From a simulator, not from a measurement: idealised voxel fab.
The document below concerns the process module designated voxel self aligned contacts.
The width of the displayed cross-section, cut, is 230 nm; its cells are square, with a size of 5 nm.
We lay out every cross-section as a grid of square cells and spell it out in bands from the top down, where one band means one or more rows of cells. It is stipulated that each band's entry specify, in nanometres, the height of the top of the band and then that of its bottom, followed by the materials of the band in left-to-right sequence, each together with its width in nanometres. A single material marked by the word "everywhere" is understood to fill the band from edge to edge; the word "empty" is understood to denote empty space. Zero point of the height axis is 0; under it, received wafer = one material. Lowest band: continues down indefinitely, "0 nm and below". When a width is written as two numbers, as in "30..40", the first number is the width in the top row of cells of the band and the second is the width in its bottom row, and the width changes by the same amount from each row to the next. A step reported as "identical to before" is a step in which no cell of the cross-section changed. The label "Closed internal voids" introduces a list of the empty spaces, 8 cells or larger, that have no open way up to the top; each entry in it reads width x height at distance, where the distance is taken from the left edge and all three are stated in nm. Step line, after settings: the simulator's comment on this step. Steps that use a mask can have "overlay nm" on their line. It says how far the mask sat to the right of where it was meant to be. Negative means to the left.

# Below is the list of planned process steps
1 RECEIVE | material Si
2 CONFORMAL_DEP | material SiO2 | thk nm 5
3 DIRECTIONAL_DEP | material polySi | thk nm 25
4 DIRECTIONAL_DEP | material SiN | thk nm 20
5 DIRECTIONAL_DEP | material aC | thk nm 15
6 PATTERN | tone cover | mask id GATE | material resist | width nm 30 | pitch nm 55 | thk nm 30 | overlay nm 0
7 DIRECTIONAL_ETCH | etch materials aC | depth nm 15
8 STRIP | etch materials resist
9 DIRECTIONAL_ETCH | etch materials SiN | depth nm 20
10 DIRECTIONAL_ETCH | etch materials polySi | depth nm 25
11 STRIP | etch materials aC
12 CONFORMAL_DEP | material SiN | thk nm 5
13 DIRECTIONAL_ETCH | etch materials SiN | depth nm 5
14 FILL_DEP | material SiO2 | thk nm 15
15 CMP | height nm 60
16 DIRECTIONAL_DEP | material aC | thk nm 15
17 PATTERN | tone open | mask id CONTACT | material resist | width nm 35 | thk nm 35 | overlay nm 0
18 DIRECTIONAL_ETCH | etch materials aC | depth nm 15
19 STRIP | etch materials resist
20 DIRECTIONAL_ETCH | etch materials SiO2 | depth nm 60
21 STRIP | etch materials aC
22 CONFORMAL_DEP | material TiN | thk nm 5
23 FILL_DEP | material W | thk nm 5
24 CMP | height nm 60
25 CONFORMAL_DEP | material SiN | thk nm 5

# as received, after step 1
- 0 nm and below = Si everywhere
- Closed internal voids: none

# Cross-sectional view of the first of the two wafers upon completion of the module, processed in accordance with the plan
- 65 nm to 60 nm = SiN everywhere
- 60 nm to 50 nm = 95 SiO2 | 5..15 TiN | 25..5 W | 5..15 TiN | 100 SiO2
- 50 nm to 30 nm = 65 SiO2 | 40 SiN | 5 TiN | 5 W | 5 TiN | 40 SiN | 70 SiO2
- 30 nm to 5 nm = 65 SiO2 | 5 SiN | 30 polySi | 5 SiN | 5 TiN | 5 W | 5 TiN | 5 SiN | 30 polySi | 5 SiN | 70 SiO2
- 5 nm to 0 nm = 105 SiO2 | 15 TiN | 110 SiO2
- 0 nm and below = Si everywhere
- Closed internal voids: none

# Here is the second of the two wafers cut open at the end of the module - same start, same plan as the first one, but we made one mistake running it
- 65 nm to 60 nm = SiN everywhere
- 60 nm to 50 nm = 95 SiO2 | 5 TiN | 25 W | 5 TiN | 100 SiO2
- 50 nm to 45 nm = 95 SiO2 | 10 TiN | 15 W | 10 TiN | 100 SiO2
- 45 nm to 30 nm = 70 SiO2 | 30 SiN | 5 TiN | 15 W | 5 TiN | 30 SiN | 75 SiO2
- 30 nm to 5 nm = 70 SiO2 | 30 polySi | 5 TiN | 15 W | 5 TiN | 30 polySi | 75 SiO2
- 5 nm to 0 nm = 100 SiO2 | 25 TiN | 105 SiO2
- 0 nm and below = Si everywhere
- Closed internal voids: none
Here's what went sideways: the plan's step 12 was left out and never carried out
Looking at both finished wafers in cells, the second ends up ahead of or behind the first on some materials: SiN: 48 fewer; SiO2: 26 more; W: 22 more
